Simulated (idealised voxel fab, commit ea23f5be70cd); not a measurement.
Documented hereafter: the process module known as voxel gate over fins.
The width of the displayed cross-section, cut, is 280 nm; its cells are square, with a size of 5 nm.
Cross-section spec: square-cell grid; bands listed top down; each band is one or more rows.
Band: top and bottom heights (nm) first, top before bottom; then materials from left to right, widths in nm. "all across" marks a sole material filling the band edge to edge. "empty" denotes empty space.
Heights are measured from 0, the level below which the as-received wafer is all one material; the lowest band has no bottom and continues downward, written as in "z 0 and below".
So if you see something like "30->40" for the width, read it as the top row of the band sitting at the first number and the bottom row at the second, with every row in between moving by the same amount as the last.
Basically "no alteration" means that step didn't change any cell in the cross-section.
The list in "Catalogued sealed voids" covers empty spaces of 8 cells or more that cannot reach the top through any open way, and it gives each as width x height at distance; the distance is from the left edge, and width, height and distance are in nm.
Past the settings on a step's line: simulator remark, on that step.
The setting "overlay nm" may be written on the line of a step. When the step uses a mask, the value reports how far to the right of the planned place the mask lay, and a negative value reports that it lay to the left.
Each of the pairs that make up the rest of this document says: here is the cross-section before one process step, here is the cross-section after it, drawn only down to the lowest band that changed, and here, under the pair, is the step lying between them with its settings. Different pairs may come from different runs of this module on the same starting wafer, so a pair continues from the pair above it only where its entry headed "Geometry before processing" says so.

Geometry before processing
    z 10 to 5 = empty (50) | TiN (25) | empty (25) | TiN (25) | empty (25) | TiN (25) | empty (25) | TiN (25) | empty (55)
    z 5 to 0 = empty (50) | TiN (5) | HfO2 (15) | TiN (5) | empty (25) | TiN (5) | HfO2 (15) | TiN (5) | empty (25) | TiN (5) | HfO2 (15) | TiN (5) | empty (25) | TiN (5) | HfO2 (15) | TiN (5) | empty (55)
    z 0 to -5 = TiN (45) | empty (5) | TiN (5) | HfO2 (5) | Si (5) | HfO2 (5) | TiN (5) | empty (25) | TiN (5) | HfO2 (5) | Si (5) | HfO2 (5) | TiN (5) | empty (25) | TiN (5) | HfO2 (5) | Si (5) | HfO2 (5) | TiN (5) | empty (25) | TiN (5) | HfO2 (5) | Si (5) | HfO2 (5) | TiN (5) | empty (5) | TiN (50)
    z -5 to -10 = HfO2 (40) | TiN (5) | empty (5) | TiN (5) | HfO2 (5) | Si (5) | HfO2 (5) | TiN (35) | HfO2 (5) | Si (5) | HfO2 (5) | TiN (5) | empty (25) | TiN (5) | HfO2 (5) | Si (5) | HfO2 (5) | TiN (5) | empty (25) | TiN (5) | HfO2 (5) | Si (5) | HfO2 (5) | TiN (5) | empty (5) | TiN (5) | HfO2 (45)
    z -10 to -15 = SiO2 (35) | HfO2 (5) | TiN (15) | HfO2 (5) | Si (5) | HfO2 (5) | TiN (5) | HfO2 (25) | TiN (5) | HfO2 (5) | Si (5) | HfO2 (5) | TiN (35) | HfO2 (5) | Si (5) | HfO2 (5) | TiN (35) | HfO2 (5) | Si (5) | HfO2 (5) | TiN (15) | HfO2 (5) | SiO2 (40)
    z -15 to -20 = SiO2 (35) | HfO2 (25) | Si (5) | HfO2 (15) | TiN (5) | W (5) | TiN (5) | HfO2 (15) | Si (5) | HfO2 (45) | Si (5) | HfO2 (45) | Si (5) | HfO2 (25) | SiO2 (40)
    z -20 to -25 = SiO2 (60) | Si (5) | SiO2 (15) | TiN (15) | SiO2 (15) | Si (5) | SiO2 (45) | Si (5) | SiO2 (45) | Si (5) | SiO2 (65)
    z -25 to -35 = SiO2 (60) | Si (5) | SiO2 (45) | Si (5) | SiO2 (45) | Si (5) | SiO2 (45) | Si (5) | SiO2 (65)
    z -35 and below = Si all across
    Catalogued sealed voids: none

Step Result
    z 25 to 10 = W all across
    z 10 to 5 = W (50) | TiN (25) | W (25) | TiN (25) | W (25) | TiN (25) | W (25) | TiN (25) | W (55)
    z 5 to 0 = W (50) | TiN (5) | HfO2 (15) | TiN (5) | W (25) | TiN (5) | HfO2 (15) | TiN (5) | W (25) | TiN (5) | HfO2 (15) | TiN (5) | W (25) | TiN (5) | HfO2 (15) | TiN (5) | W (55)
    z 0 to -5 = TiN (45) | W (5) | TiN (5) | HfO2 (5) | Si (5) | HfO2 (5) | TiN (5) | W (25) | TiN (5) | HfO2 (5) | Si (5) | HfO2 (5) | TiN (5) | W (25) | TiN (5) | HfO2 (5) | Si (5) | HfO2 (5) | TiN (5) | W (25) | TiN (5) | HfO2 (5) | Si (5) | HfO2 (5) | TiN (5) | W (5) | TiN (50)
    z -5 to -10 = HfO2 (40) | TiN (5) | W (5) | TiN (5) | HfO2 (5) | Si (5) | HfO2 (5) | TiN (35) | HfO2 (5) | Si (5) | HfO2 (5) | TiN (5) | W (25) | TiN (5) | HfO2 (5) | Si (5) | HfO2 (5) | TiN (5) | W (25) | TiN (5) | HfO2 (5) | Si (5) | HfO2 (5) | TiN (5) | W (5) | TiN (5) | HfO2 (45)
    Below -10, no change.
    Catalogued sealed voids: none
It is this step that lies between the two cross-sections above: op FILL_DEP | material W | thk nm 15

Geometry before processing: taken from the pair above, after panel.

Step Result
    z 20 to 10 = W all across
    Below 10, no change.
    Catalogued sealed voids: none
It is this step that lies between the two cross-sections above: op CMP | height nm 20

Geometry before processing: taken from the pair above, after panel.

Step Result
    z 25 to 20 = SiN all across
    Below 20, no change.
    Catalogued sealed voids: none
It is this step that lies between the two cross-sections above: op CONFORMAL_DEP | material SiN | thk nm 5

Geometry before processing
    z 10 to 0 = SiO2 (55) | SiN (15) | SiO2 (35) | SiN (15) | SiO2 (35) | SiN (15) | SiO2 (35) | SiN (15) | SiO2 (60)
    z 0 to -15 = SiO2 (60) | Si (5) | SiO2 (45) | Si (5) | SiO2 (45) | Si (5) | SiO2 (45) | Si (5) | SiO2 (65)
    z -15 to -20 = SiO2 (60) | Si (5) | SiO2 (15) | TiN (5) | W (5) | TiN (5) | SiO2 (15) | Si (5) | SiO2 (45) | Si (5) | SiO2 (45) | Si (5) | SiO2 (65)
    z -20 to -25 = SiO2 (60) | Si (5) | SiO2 (15) | TiN (15) | SiO2 (15) | Si (5) | SiO2 (45) | Si (5) | SiO2 (45) | Si (5) | SiO2 (65)
    z -25 to -35 = SiO2 (60) | Si (5) | SiO2 (45) | Si (5) | SiO2 (45) | Si (5) | SiO2 (45) | Si (5) | SiO2 (65)
    z -35 and below = Si all across
    Catalogued sealed voids: none

Step Result
    z 10 to 0 = empty (55) | SiN (15) | empty (35) | SiN (15) | empty (35) | SiN (15) | empty (35) | SiN (15) | empty (60)
    Below 0, no change.
    Catalogued sealed voids: none
It is this step that lies between the two cross-sections above: op SELECTIVE_ETCH | etch materials SiO2 | depth nm 10

Geometry before processing: taken from the pair above, after panel.

Step Result
    z 0 to -15 = SiO2 (60) | Si (5) | SiO2 (45) | Si (5) | SiO2 (45) | Si (5) | SiO2 (45) | Si (5) | SiO2 (65)
    Below -15, no change.
    Catalogued sealed voids: none
It is this step that lies between the two cross-sections above: op STRIP | etch materials SiN

Geometry before processing: taken from the pair above, after panel.

Step Result
    z 5 to 0 = HfO2 all across
    Below 0, no change.
    Catalogued sealed voids: none
It is this step that lies between the two cross-sections above: op CONFORMAL_DEP | material HfO2 | thk nm 5

Geometry before processing: taken from the pair above, after panel.

Step Result
    z 10 to 5 = TiN all across
    Below 5, no change.
    Catalogued sealed voids: none
It is this step that lies between the two cross-sections above: op CONFORMAL_DEP | material TiN | thk nm 5

Geometry before processing: taken from the pair above, after panel.

Step Result
    z 25 to 10 = W all across
    Below 10, no change.
    Catalogued sealed voids: none
It is this step that lies between the two cross-sections above: op FILL_DEP | material W | thk nm 15

Geometry before processing: taken from the pair above, after panel.

Step Result
    z 20 to 10 = W all across
    Below 10, no change.
    Catalogued sealed voids: none
It is this step that lies between the two cross-sections above: op CMP | height nm 20

Geometry before processing: taken from the pair above, after panel.

Step Result
    z 25 to 20 = SiN all across
    Below 20, no change.
    Catalogued sealed voids: none
It is this step that lies between the two cross-sections above: op CONFORMAL_DEP | material SiN | thk nm 5

Geometry before processing
    z 10 to 0 = SiO2 (55) | SiN (15) | SiO2 (35) | SiN (15) | SiO2 (35) | SiN (15) | SiO2 (35) | SiN (15) | SiO2 (60)
    z 0 to -35 = SiO2 (60) | Si (5) | SiO2 (45) | Si (5) | SiO2 (45) | Si (5) | SiO2 (45) | Si (5) | SiO2 (65)
    z -35 and below = Si all across
    Catalogued sealed voids: none

Step Result
    z 10 to 0 = SiO2 (55) | SiN (15) | SiO2 (5) | empty (25) | SiO2 (5) | SiN (15) | SiO2 (35) | SiN (15) | SiO2 (35) | SiN (15) | SiO2 (60)
    z 0 to -25 = SiO2 (60) | Si (5) | SiO2 (10) | empty (25) | SiO2 (10) | Si (5) | SiO2 (45) | Si (5) | SiO2 (45) | Si (5) | SiO2 (65)
    Below -25, no change.
    Catalogued sealed voids: none
It is this step that lies between the two cross-sections above: op MASKED_ETCH | tone open | mask id RAIL | width nm 25 | etch materials SiO2 | depth nm 35 | overlay nm 0

Geometry before processing: taken from the pair above, after panel.

Step Result
    z 15 to 10 = TiN (80) | empty (15) | TiN (185)
    z 10 to 0 = SiO2 (55) | SiN (15) | SiO2 (5) | TiN (5) | empty (15) | TiN (5) | SiO2 (5) | SiN (15) | SiO2 (35) | SiN (15) | SiO2 (35) | SiN (15) | SiO2 (60)
    z 0 to -20 = SiO2 (60) | Si (5) | SiO2 (10) | TiN (5) | empty (15) | TiN (5) | SiO2 (10) | Si (5) | SiO2 (45) | Si (5) | SiO2 (45) | Si (5) | SiO2 (65)
    z -20 to -25 = SiO2 (60) | Si (5) | SiO2 (10) | TiN (25) | SiO2 (10) | Si (5) | SiO2 (45) | Si (5) | SiO2 (45) | Si (5) | SiO2 (65)
    Below -25, no change.
    Catalogued sealed voids: none
It is this step that lies between the two cross-sections above: op CONFORMAL_DEP | material TiN | thk nm 5

Geometry before processing: taken from the pair above, after panel.

Step Result
    z 20 to 15 = W all across
    z 15 to 10 = TiN (80) | W (15) | TiN (185)
    z 10 to 0 = SiO2 (55) | SiN (15) | SiO2 (5) | TiN (5) | W (15) | TiN (5) | SiO2 (5) | SiN (15) | SiO2 (35) | SiN (15) | SiO2 (35) | SiN (15) | SiO2 (60)
    z 0 to -20 = SiO2 (60) | Si (5) | SiO2 (10) | TiN (5) | W (15) | TiN (5) | SiO2 (10) | Si (5) | SiO2 (45) | Si (5) | SiO2 (45) | Si (5) | SiO2 (65)
    Below -20, no change.
    Catalogued sealed voids: none
It is this step that lies between the two cross-sections above: op FILL_DEP | material W | thk nm 5

Geometry before processing: taken from the pair above, after panel.

Step Result
    z 10 to 0 = SiO2 (55) | SiN (15) | SiO2 (5) | TiN (5) | W (15) | TiN (5) | SiO2 (5) | SiN (15) | SiO2 (35) | SiN (15) | SiO2 (35) | SiN (15) | SiO2 (60)
    Below 0, no change.
    Catalogued sealed voids: none
It is this step that lies between the two cross-sections above: op CMP | height nm 10

Geometry before processing: taken from the pair above, after panel.

Step Result
    z 10 to 0 = SiO2 (55) | SiN (15) | SiO2 (5) | empty (25) | SiO2 (5) | SiN (15) | SiO2 (35) | SiN (15) | SiO2 (35) | SiN (15) | SiO2 (60)
    z 0 to -15 = SiO2 (60) | Si (5) | SiO2 (10) | empty (25) | SiO2 (10) | Si (5) | SiO2 (45) | Si (5) | SiO2 (45) | Si (5) | SiO2 (65)
    Below -15, no change.
    Catalogued sealed voids: none
It is this step that lies between the two cross-sections above: op SELECTIVE_ETCH | etch materials W Ru TiN | depth nm 25

Geometry before processing: taken from the pair above, after panel.

Step Result
    z 15 to 10 = SiO2 all across
    z 10 to 0 = SiO2 (55) | SiN (15) | SiO2 (35) | SiN (15) | SiO2 (35) | SiN (15) | SiO2 (35) | SiN (15) | SiO2 (60)
    z 0 to -15 = SiO2 (60) | Si (5) | SiO2 (45) | Si (5) | SiO2 (45) | Si (5) | SiO2 (45) | Si (5) | SiO2 (65)
    Below -15, no change.
    Catalogued sealed voids: none
It is this step that lies between the two cross-sections above: op FILL_DEP | material SiO2 | thk nm 5

Geometry before processing: taken from the pair above, after panel.

Step Result
    z 10 to 0 = SiO2 (55) | SiN (15) | SiO2 (35) | SiN (15) | SiO2 (35) | SiN (15) | SiO2 (35) | SiN (15) | SiO2 (60)
    Below 0, no change.
    Catalogued sealed voids: none
It is this step that lies between the two cross-sections above: op CMP | height nm 10

Geometry before processing: taken from the pair above, after panel.

Step Result
    z 10 to 0 = empty (55) | SiN (15) | empty (35) | SiN (15) | empty (35) | SiN (15) | empty (35) | SiN (15) | empty (60)
    z 0 to -10 = empty (60) | Si (5) | empty (45) | Si (5) | empty (45) | Si (5) | empty (45) | Si (5) | empty (65)
    Below -10, no change.
    Catalogued sealed voids: none
It is this step that lies between the two cross-sections above: op SELECTIVE_ETCH | etch materials SiO2 | depth nm 20

Geometry before processing: taken from the pair above, after panel.

Step Result
    z 0 to -10 = empty (60) | Si (5) | empty (45) | Si (5) | empty (45) | Si (5) | empty (45) | Si (5) | empty (65)
    Below -10, no change.
    Catalogued sealed voids: none
It is this step that lies between the two cross-sections above: op STRIP | etch materials SiN

Geometry before processing: taken from the pair above, after panel.

Step Result
    z 5 to 0 = empty (55) | HfO2 (15) | empty (35) | HfO2 (15) | empty (35) | HfO2 (15) | empty (35) | HfO2 (15) | empty (60)
    z 0 to -5 = empty (55) | HfO2 (5) | Si (5) | HfO2 (5) | empty (35) | HfO2 (5) | Si (5) | HfO2 (5) | empty (35) | HfO2 (5) | Si (5) | HfO2 (5) | empty (35) | HfO2 (5) | Si (5) | HfO2 (5) | empty (60)
    z -5 to -10 = HfO2 (60) | Si (5) | HfO2 (45) | Si (5) | HfO2 (45) | Si (5) | HfO2 (45) | Si (5) | HfO2 (65)
    Below -10, no change.
    Catalogued sealed voids: none
It is this step that lies between the two cross-sections above: op CONFORMAL_DEP | material HfO2 | thk nm 5

Geometry before processing: taken from the pair above, after panel.

Step Result
    z 10 to 5 = empty (50) | TiN (25) | empty (25) | TiN (25) | empty (25) | TiN (25) | empty (25) | TiN (25) | empty (55)
    z 5 to 0 = empty (50) | TiN (5) | HfO2 (15) | TiN (5) | empty (25) | TiN (5) | HfO2 (15) | TiN (5) | empty (25) | TiN (5) | HfO2 (15) | TiN (5) | empty (25) | TiN (5) | HfO2 (15) | TiN (5) | empty (55)
    z 0 to -5 = TiN (55) | HfO2 (5) | Si (5) | HfO2 (5) | TiN (35) | HfO2 (5) | Si (5) | HfO2 (5) | TiN (35) | HfO2 (5) | Si (5) | HfO2 (5) | TiN (35) | HfO2 (5) | Si (5) | HfO2 (5) | TiN (60)
    Below -5, no change.
    Catalogued sealed voids: none
It is this step that lies between the two cross-sections above: op CONFORMAL_DEP | material TiN | thk nm 5

Geometry before processing: taken from the pair above, after panel.

Step Result
    z 25 to 10 = W all across
    z 10 to 5 = W (50) | TiN (25) | W (25) | TiN (25) | W (25) | TiN (25) | W (25) | TiN (25) | W (55)
    z 5 to 0 = W (50) | TiN (5) | HfO2 (15) | TiN (5) | W (25) | TiN (5) | HfO2 (15) | TiN (5) | W (25) | TiN (5) | HfO2 (15) | TiN (5) | W (25) | TiN (5) | HfO2 (15) | TiN (5) | W (55)
    Below 0, no change.
    Catalogued sealed voids: none
It is this step that lies between the two cross-sections above: op FILL_DEP | material W | thk nm 15

Geometry before processing: taken from the pair above, after panel.

Step Result
    z 20 to 10 = W all across
    Below 10, no change.
    Catalogued sealed voids: none
It is this step that lies between the two cross-sections above: op CMP | height nm 20

Geometry before processing: taken from the pair above, after panel.

Step Result
    z 25 to 20 = SiN all across
    Below 20, no change.
    Catalogued sealed voids: none
It is this step that lies between the two cross-sections above: op CONFORMAL_DEP | material SiN | thk nm 5

Geometry before processing
    z 10 to 0 = SiO2 (55) | SiN (15) | SiO2 (35) | SiN (15) | SiO2 (35) | SiN (15) | SiO2 (35) | SiN (15) | SiO2 (60)
    z 0 to -35 = SiO2 (60) | Si (5) | SiO2 (45) | Si (5) | SiO2 (45) | Si (5) | SiO2 (45) | Si (5) | SiO2 (65)
    z -35 and below = Si all across
    Catalogued sealed voids: none

Step Result
    z 10 to 0 = SiO2 (55) | SiN (15) | SiO2 (15) | empty (15) | SiO2 (5) | SiN (15) | SiO2 (35) | SiN (15) | SiO2 (35) | SiN (15) | SiO2 (60)
    z 0 to -25 = SiO2 (60) | Si (5) | SiO2 (20) | empty (15) | SiO2 (10) | Si (5) | SiO2 (45) | Si (5) | SiO2 (45) | Si (5) | SiO2 (65)
    Below -25, no change.
    Catalogued sealed voids: none
It is this step that lies between the two cross-sections above: op MASKED_ETCH | tone open | mask id RAIL | width nm 15 | etch materials SiO2 | depth nm 35 | overlay nm 5

Geometry before processing: taken from the pair above, after panel.

Step Result
    z 15 to 10 = TiN (90) | empty (5) | TiN (185)
    z 10 to 0 = SiO2 (55) | SiN (15) | SiO2 (15) | TiN (5) | empty (5) | TiN (5) | SiO2 (5) | SiN (15) | SiO2 (35) | SiN (15) | SiO2 (35) | SiN (15) | SiO2 (60)
    z 0 to -20 = SiO2 (60) | Si (5) | SiO2 (20) | TiN (5) | empty (5) | TiN (5) | SiO2 (10) | Si (5) | SiO2 (45) | Si (5) | SiO2 (45) | Si (5) | SiO2 (65)
    z -20 to -25 = SiO2 (60) | Si (5) | SiO2 (20) | TiN (15) | SiO2 (10) | Si (5) | SiO2 (45) | Si (5) | SiO2 (45) | Si (5) | SiO2 (65)
    Below -25, no change.
    Catalogued sealed voids: none
It is this step that lies between the two cross-sections above: op CONFORMAL_DEP | material TiN | thk nm 5

Geometry before processing: taken from the pair above, after panel.

Step Result
    z 20 to 15 = W all across
    z 15 to 10 = TiN (90) | W (5) | TiN (185)
    z 10 to 0 = SiO2 (55) | SiN (15) | SiO2 (15) | TiN (5) | W (5) | TiN (5) | SiO2 (5) | SiN (15) | SiO2 (35) | SiN (15) | SiO2 (35) | SiN (15) | SiO2 (60)
    z 0 to -20 = SiO2 (60) | Si (5) | SiO2 (20) | TiN (5) | W (5) | TiN (5) | SiO2 (10) | Si (5) | SiO2 (45) | Si (5) | SiO2 (45) | Si (5) | SiO2 (65)
    Below -20, no change.
    Catalogued sealed voids: none
It is this step that lies between the two cross-sections above: op FILL_DEP | material W | thk nm 5

Geometry before processing: taken from the pair above, after panel.

Step Result
    z 10 to 0 = SiO2 (55) | SiN (15) | SiO2 (15) | TiN (5) | W (5) | TiN (5) | SiO2 (5) | SiN (15) | SiO2 (35) | SiN (15) | SiO2 (35) | SiN (15) | SiO2 (60)
    Below 0, no change.
    Catalogued sealed voids: none
It is this step that lies between the two cross-sections above: op CMP | height nm 10

Geometry before processing: taken from the pair above, after panel.

Step Result
    z 10 to 0 = SiO2 (55) | SiN (15) | SiO2 (15) | empty (15) | SiO2 (5) | SiN (15) | SiO2 (35) | SiN (15) | SiO2 (35) | SiN (15) | SiO2 (60)
    z 0 to -15 = SiO2 (60) | Si (5) | SiO2 (20) | empty (15) | SiO2 (10) | Si (5) | SiO2 (45) | Si (5) | SiO2 (45) | Si (5) | SiO2 (65)
    Below -15, no change.
    Catalogued sealed voids: none
It is this step that lies between the two cross-sections above: op SELECTIVE_ETCH | etch materials W Ru TiN | depth nm 25

Geometry before processing: taken from the pair above, after panel.

Step Result
    z 15 to 10 = SiO2 all across
    z 10 to 0 = SiO2 (55) | SiN (15) | SiO2 (35) | SiN (15) | SiO2 (35) | SiN (15) | SiO2 (35) | SiN (15) | SiO2 (60)
    z 0 to -15 = SiO2 (60) | Si (5) | SiO2 (45) | Si (5) | SiO2 (45) | Si (5) | SiO2 (45) | Si (5) | SiO2 (65)
    Below -15, no change.
    Catalogued sealed voids: none
It is this step that lies between the two cross-sections above: op FILL_DEP | material SiO2 | thk nm 5

Geometry before processing: taken from the pair above, after panel.

Step Result
    z 10 to 0 = SiO2 (55) | SiN (15) | SiO2 (35) | SiN (15) | SiO2 (35) | SiN (15) | SiO2 (35) | SiN (15) | SiO2 (60)
    Below 0, no change.
    Catalogued sealed voids: none
It is this step that lies between the two cross-sections above: op CMP | height nm 10

Geometry before processing: taken from the pair above, after panel.

Step Result
    z 10 to 0 = empty (55) | SiN (15) | empty (35) | SiN (15) | empty (35) | SiN (15) | empty (35) | SiN (15) | empty (60)
    z 0 to -10 = empty (60) | Si (5) | empty (45) | Si (5) | empty (45) | Si (5) | empty (45) | Si (5) | empty (65)
    Below -10, no change.
    Catalogued sealed voids: none
It is this step that lies between the two cross-sections above: op SELECTIVE_ETCH | etch materials SiO2 | depth nm 20

Geometry before processing: taken from the pair above, after panel.

Step Result
    z 0 to -10 = empty (60) | Si (5) | empty (45) | Si (5) | empty (45) | Si (5) | empty (45) | Si (5) | empty (65)
    Below -10, no change.
    Catalogued sealed voids: none
It is this step that lies between the two cross-sections above: op STRIP | etch materials SiN

Geometry before processing: taken from the pair above, after panel.

Step Result
    z 5 to 0 = empty (55) | HfO2 (15) | empty (35) | HfO2 (15) | empty (35) | HfO2 (15) | empty (35) | HfO2 (15) | empty (60)
    z 0 to -5 = empty (55) | HfO2 (5) | Si (5) | HfO2 (5) | empty (35) | HfO2 (5) | Si (5) | HfO2 (5) | empty (35) | HfO2 (5) | Si (5) | HfO2 (5) | empty (35) | HfO2 (5) | Si (5) | HfO2 (5) | empty (60)
    z -5 to -10 = HfO2 (60) | Si (5) | HfO2 (45) | Si (5) | HfO2 (45) | Si (5) | HfO2 (45) | Si (5) | HfO2 (65)
    Below -10, no change.
    Catalogued sealed voids: none
It is this step that lies between the two cross-sections above: op CONFORMAL_DEP | material HfO2 | thk nm 5

Geometry before processing: taken from the pair above, after panel.

Step Result
    z 10 to 5 = empty (50) | TiN (25) | empty (25) | TiN (25) | empty (25) | TiN (25) | empty (25) | TiN (25) | empty (55)
    z 5 to 0 = empty (50) | TiN (5) | HfO2 (15) | TiN (5) | empty (25) | TiN (5) | HfO2 (15) | TiN (5) | empty (25) | TiN (5) | HfO2 (15) | TiN (5) | empty (25) | TiN (5) | HfO2 (15) | TiN (5) | empty (55)
    z 0 to -5 = TiN (55) | HfO2 (5) | Si (5) | HfO2 (5) | TiN (35) | HfO2 (5) | Si (5) | HfO2 (5) | TiN (35) | HfO2 (5) | Si (5) | HfO2 (5) | TiN (35) | HfO2 (5) | Si (5) | HfO2 (5) | TiN (60)
    Below -5, no change.
    Catalogued sealed voids: none
It is this step that lies between the two cross-sections above: op CONFORMAL_DEP | material TiN | thk nm 5

Geometry before processing: taken from the pair above, after panel.

Step Result
    z 25 to 10 = W all across
    z 10 to 5 = W (50) | TiN (25) | W (25) | TiN (25) | W (25) | TiN (25) | W (25) | TiN (25) | W (55)
    z 5 to 0 = W (50) | TiN (5) | HfO2 (15) | TiN (5) | W (25) | TiN (5) | HfO2 (15) | TiN (5) | W (25) | TiN (5) | HfO2 (15) | TiN (5) | W (25) | TiN (5) | HfO2 (15) | TiN (5) | W (55)
    Below 0, no change.
    Catalogued sealed voids: none
It is this step that lies between the two cross-sections above: op FILL_DEP | material W | thk nm 15

Geometry before processing: taken from the pair above, after panel.

Step Result
    z 20 to 10 = W all across
    Below 10, no change.
    Catalogued sealed voids: none
It is this step that lies between the two cross-sections above: op CMP | height nm 20

Geometry before processing: taken from the pair above, after panel.

Step Result
    z 25 to 20 = SiN all across
    Below 20, no change.
    Catalogued sealed voids: none
It is this step that lies between the two cross-sections above: op CONFORMAL_DEP | material SiN | thk nm 5

Geometry before processing
    z 10 to 0 = empty (55) | SiN (15) | empty (35) | SiN (15) | empty (35) | SiN (15) | empty (35) | SiN (15) | empty (60)
    z 0 to -10 = empty (60) | Si (5) | empty (45) | Si (5) | empty (45) | Si (5) | empty (45) | Si (5) | empty (65)
    z -10 to -15 = SiO2 (60) | Si (5) | SiO2 (45) | Si (5) | SiO2 (45) | Si (5) | SiO2 (45) | Si (5) | SiO2 (65)
    z -15 to -20 = SiO2 (60) | Si (5) | SiO2 (15) | TiN (5) | W (5) | TiN (5) | SiO2 (15) | Si (5) | SiO2 (45) | Si (5) | SiO2 (45) | Si (5) | SiO2 (65)
    z -20 to -25 = SiO2 (60) | Si (5) | SiO2 (15) | TiN (15) | SiO2 (15) | Si (5) | SiO2 (45) | Si (5) | SiO2 (45) | Si (5) | SiO2 (65)
    z -25 to -35 = SiO2 (60) | Si (5) | SiO2 (45) | Si (5) | SiO2 (45) | Si (5) | SiO2 (45) | Si (5) | SiO2 (65)
    z -35 and below = Si all across
    Catalogued sealed voids: none

Step Result
    z 10 to 0 = empty (55) | SiN (15) | empty (35) | SiN (15) | empty (35) | SiN (15) | empty (35) | SiN (15) | empty (60)
    z 0 to -35 = empty (60) | Si (5) | empty (45) | Si (5) | empty (45) | Si (5) | empty (45) | Si (5) | empty (65)
    Below -35, no change.
    Catalogued sealed voids: none
It is this step that lies between the two cross-sections above: op STRIP | etch materials SiO2

Geometry before processing: taken from the pair above, after panel.

Step Result
    z 15 to 10 = empty (50) | HfO2 (25) | empty (25) | HfO2 (25) | empty (25) | HfO2 (25) | empty (25) | HfO2 (25) | empty (55)
    z 10 to 0 = empty (50) | HfO2 (5) | SiN (15) | HfO2 (5) | empty (25) | HfO2 (5) | SiN (15) | HfO2 (5) | empty (25) | HfO2 (5) | SiN (15) | HfO2 (5) | empty (25) | HfO2 (5) | SiN (15) | HfO2 (5) | empty (55)
    z 0 to -5 = empty (50) | HfO2 (10) | Si (5) | HfO2 (10) | empty (25) | HfO2 (10) | Si (5) | HfO2 (10) | empty (25) | HfO2 (10) | Si (5) | HfO2 (10) | empty (25) | HfO2 (10) | Si (5) | HfO2 (10) | empty (55)
    z -5 to -30 = empty (55) | HfO2 (5) | Si (5) | HfO2 (5) | empty (35) | HfO2 (5) | Si (5) | HfO2 (5) | empty (35) | HfO2 (5) | Si (5) | HfO2 (5) | empty (35) | HfO2 (5) | Si (5) | HfO2 (5) | empty (60)
    z -30 to -35 = HfO2 (60) | Si (5) | HfO2 (45) | Si (5) | HfO2 (45) | Si (5) | HfO2 (45) | Si (5) | HfO2 (65)
    Below -35, no change.
    Catalogued sealed voids: none
It is this step that lies between the two cross-sections above: op CONFORMAL_DEP | material HfO2 | thk nm 5

Geometry before processing: taken from the pair above, after panel.

Step Result
    z 20 to 15 = empty (45) | TiN (35) | empty (15) | TiN (35) | empty (15) | TiN (35) | empty (15) | TiN (35) | empty (50)
    z 15 to 10 = empty (45) | TiN (5) | HfO2 (25) | TiN (5) | empty (15) | TiN (5) | HfO2 (25) | TiN (5) | empty (15) | TiN (5) | HfO2 (25) | TiN (5) | empty (15) | TiN (5) | HfO2 (25) | TiN (5) | empty (50)
    z 10 to 0 = empty (45) | TiN (5) | HfO2 (5) | SiN (15) | HfO2 (5) | TiN (5) | empty (15) | TiN (5) | HfO2 (5) | SiN (15) | HfO2 (5) | TiN (5) | empty (15) | TiN (5) | HfO2 (5) | SiN (15) | HfO2 (5) | TiN (5) | empty (15) | TiN (5) | HfO2 (5) | SiN (15) | HfO2 (5) | TiN (5) | empty (50)
    z 0 to -10 = empty (45) | TiN (5->10) | HfO2 (10->5) | Si (5) | HfO2 (10->5) | TiN (5->10) | empty (15) | TiN (5->10) | HfO2 (10->5) | Si (5) | HfO2 (10->5) | TiN (5->10) | empty (15) | TiN (5->10) | HfO2 (10->5) | Si (5) | HfO2 (10->5) | TiN (5->10) | empty (15) | TiN (5->10) | HfO2 (10->5) | Si (5) | HfO2 (10->5) | TiN (5->10) | empty (50)
    z -10 to -25 = empty (50) | TiN (5) | HfO2 (5) | Si (5) | HfO2 (5) | TiN (5) | empty (25) | TiN (5) | HfO2 (5) | Si (5) | HfO2 (5) | TiN (5) | empty (25) | TiN (5) | HfO2 (5) | Si (5) | HfO2 (5) | TiN (5) | empty (25) | TiN (5) | HfO2 (5) | Si (5) | HfO2 (5) | TiN (5) | empty (55)
    z -25 to -30 = TiN (55) | HfO2 (5) | Si (5) | HfO2 (5) | TiN (35) | HfO2 (5) | Si (5) | HfO2 (5) | TiN (35) | HfO2 (5) | Si (5) | HfO2 (5) | TiN (35) | HfO2 (5) | Si (5) | HfO2 (5) | TiN (60)
    Below -30, no change.
    Catalogued sealed voids: none
It is this step that lies between the two cross-sections above: op CONFORMAL_DEP | material TiN | thk nm 5

Geometry before processing: taken from the pair above, after panel.

Step Result
    z 35 to 20 = W all across
    z 20 to 15 = W (45) | TiN (35) | W (15) | TiN (35) | W (15) | TiN (35) | W (15) | TiN (35) | W (50)
    z 15 to 10 = W (45) | TiN (5) | HfO2 (25) | TiN (5) | W (15) | TiN (5) | HfO2 (25) | TiN (5) | W (15) | TiN (5) | HfO2 (25) | TiN (5) | W (15) | TiN (5) | HfO2 (25) | TiN (5) | W (50)
    z 10 to 0 = W (45) | TiN (5) | HfO2 (5) | SiN (15) | HfO2 (5) | TiN (5) | W (15) | TiN (5) | HfO2 (5) | SiN (15) | HfO2 (5) | TiN (5) | W (15) | TiN (5) | HfO2 (5) | SiN (15) | HfO2 (5) | TiN (5) | W (15) | TiN (5) | HfO2 (5) | SiN (15) | HfO2 (5) | TiN (5) | W (50)
    z 0 to -10 = W (45) | TiN (5->10) | HfO2 (10->5) | Si (5) | HfO2 (10->5) | TiN (5->10) | W (15) | TiN (5->10) | HfO2 (10->5) | Si (5) | HfO2 (10->5) | TiN (5->10) | W (15) | TiN (5->10) | HfO2 (10->5) | Si (5) | HfO2 (10->5) | TiN (5->10) | W (15) | TiN (5->10) | HfO2 (10->5) | Si (5) | HfO2 (10->5) | TiN (5->10) | W (50)
    z -10 to -25 = W (50) | TiN (5) | HfO2 (5) | Si (5) | HfO2 (5) | TiN (5) | W (25) | TiN (5) | HfO2 (5) | Si (5) | HfO2 (5) | TiN (5) | W (25) | TiN (5) | HfO2 (5) | Si (5) | HfO2 (5) | TiN (5) | W (25) | TiN (5) | HfO2 (5) | Si (5) | HfO2 (5) | TiN (5) | W (55)
    Below -25, no change.
    Catalogued sealed voids: none
It is this step that lies between the two cross-sections above: op FILL_DEP | material W | thk nm 15

Geometry before processing: taken from the pair above, after panel.

Step Result
    z 20 to 15 = W (45) | TiN (35) | W (15) | TiN (35) | W (15) | TiN (35) | W (15) | TiN (35) | W (50)
    Below 15, no change.
    Catalogued sealed voids: none
It is this step that lies between the two cross-sections above: op CMP | height nm 20

Geometry before processing: taken from the pair above, after panel.

Step Result
    z 25 to 20 = SiN all across
    Below 20, no change.
    Catalogued sealed voids: none
It is this step that lies between the two cross-sections above: op CONFORMAL_DEP | material SiN | thk nm 5
